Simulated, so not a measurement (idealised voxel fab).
This section sets out a process module, namely voxel self aligned contacts.
Cross-section cut: width 215 nm, square cells of 5 nm.
Square cells in a grid make up a cross-section in this document, and the grid is given as bands, listed from the top down, each one or more rows of cells. It is stipulated that each band's entry specify, in nanometres, the height of the top of the band and then that of its bottom, followed by the materials of the band in left-to-right sequence, each together with its width in nanometres. A single material marked by the word "edge to edge" is understood to fill the band from edge to edge; the word "blank" is understood to denote empty space. Height reference: 0 = level under which incoming wafer is all one material. Lowest band: no bottom, runs on downward, e.g. "0 nm and below". It should be noted that a width expressed as "30..40" varies in equal increments from row to row of cells within the band, taking the value of the first number at the top row and that of the second number at the bottom row. Given "same as before" for a step, no cell of the cross-section differs between before and after that step. "Enclosed void listing" - sealed voids, min. 8 cells, no opening to top; format: width x height at distance (distance from left edge; nm throughout). That trailing text on a step's line, after the settings, is the simulator's own remark on the step. "overlay nm" denotes, for a step that has a mask, the displacement of the mask to the right of its planned place, with negative values corresponding to the left.
This section lists the process steps that were planned:
1 RECEIVE [material Si]
2 OXIDIZE [depth nm 5]
3 DIRECTIONAL_DEP [material polySi] [thk nm 20]
4 DIRECTIONAL_DEP [material SiN] [thk nm 15]
5 DIRECTIONAL_DEP [material aC] [thk nm 15]
6 PATTERN [tone cover] [mask id GATE] [material resist] [width nm 30] [pitch nm 65] [thk nm 30] [overlay nm 0]
7 DIRECTIONAL_ETCH [etch materials aC] [depth nm 15]
8 STRIP [etch materials resist]
9 DIRECTIONAL_ETCH [etch materials SiN] [depth nm 15]
10 DIRECTIONAL_ETCH [etch materials polySi] [depth nm 20]
11 STRIP [etch materials aC]
12 CONFORMAL_DEP [material SiN] [thk nm 5]
13 DIRECTIONAL_ETCH [etch materials SiN] [depth nm 5]
14 FILL_DEP [material SiO2] [thk nm 15]
15 CMP [height nm 45]
16 DIRECTIONAL_DEP [material aC] [thk nm 10]
17 PATTERN [tone open] [mask id CONTACT] [material resist] [width nm 45] [pitch nm 65] [thk nm 25] [overlay nm -15]
18 DIRECTIONAL_ETCH [etch materials aC] [depth nm 10]
19 STRIP [etch materials resist]
20 DIRECTIONAL_ETCH [etch materials SiO2] [depth nm 50]
21 STRIP [etch materials aC]
22 CONFORMAL_DEP [material TiN] [thk nm 5]
23 FILL_DEP [material W] [thk nm 5]
24 CMP [height nm 45]
25 CONFORMAL_DEP [material SiN] [thk nm 5]
Heads up: all these wafers start the same, and what changes between them is the overlay nm in step 17. The value you see in the plan is just what the first wafer got.
Cross-section of the first incoming wafer of several, state after step 1:
  0 nm and below: Si edge to edge
  Enclosed void listing: none
Per-wafer rows below. For each material: cells gained (+) or lost (-) since the wafer was received, as of end of module. Then: closed voids:
overlay nm -15 | -43 Si | +139 SiN | +162 SiO2 | +54 TiN | +46 W | +72 polySi | Enclosed void listing: none
overlay nm -10 | -43 Si | +139 SiN | +146 SiO2 | +54 TiN | +62 W | +72 polySi | Enclosed void listing: none
overlay nm -5 | -43 Si | +139 SiN | +146 SiO2 | +54 TiN | +62 W | +72 polySi | Enclosed void listing: none
overlay nm 0 | -43 Si | +139 SiN | +146 SiO2 | +54 TiN | +62 W | +72 polySi | Enclosed void listing: none
overlay nm 5 | -43 Si | +139 SiN | +146 SiO2 | +54 TiN | +62 W | +72 polySi | Enclosed void listing: none
overlay nm 10 | -43 Si | +139 SiN | +146 SiO2 | +54 TiN | +62 W | +72 polySi | Enclosed void listing: none
overlay nm 15 | -43 Si | +139 SiN | +162 SiO2 | +54 TiN | +46 W | +72 polySi | Enclosed void listing: none
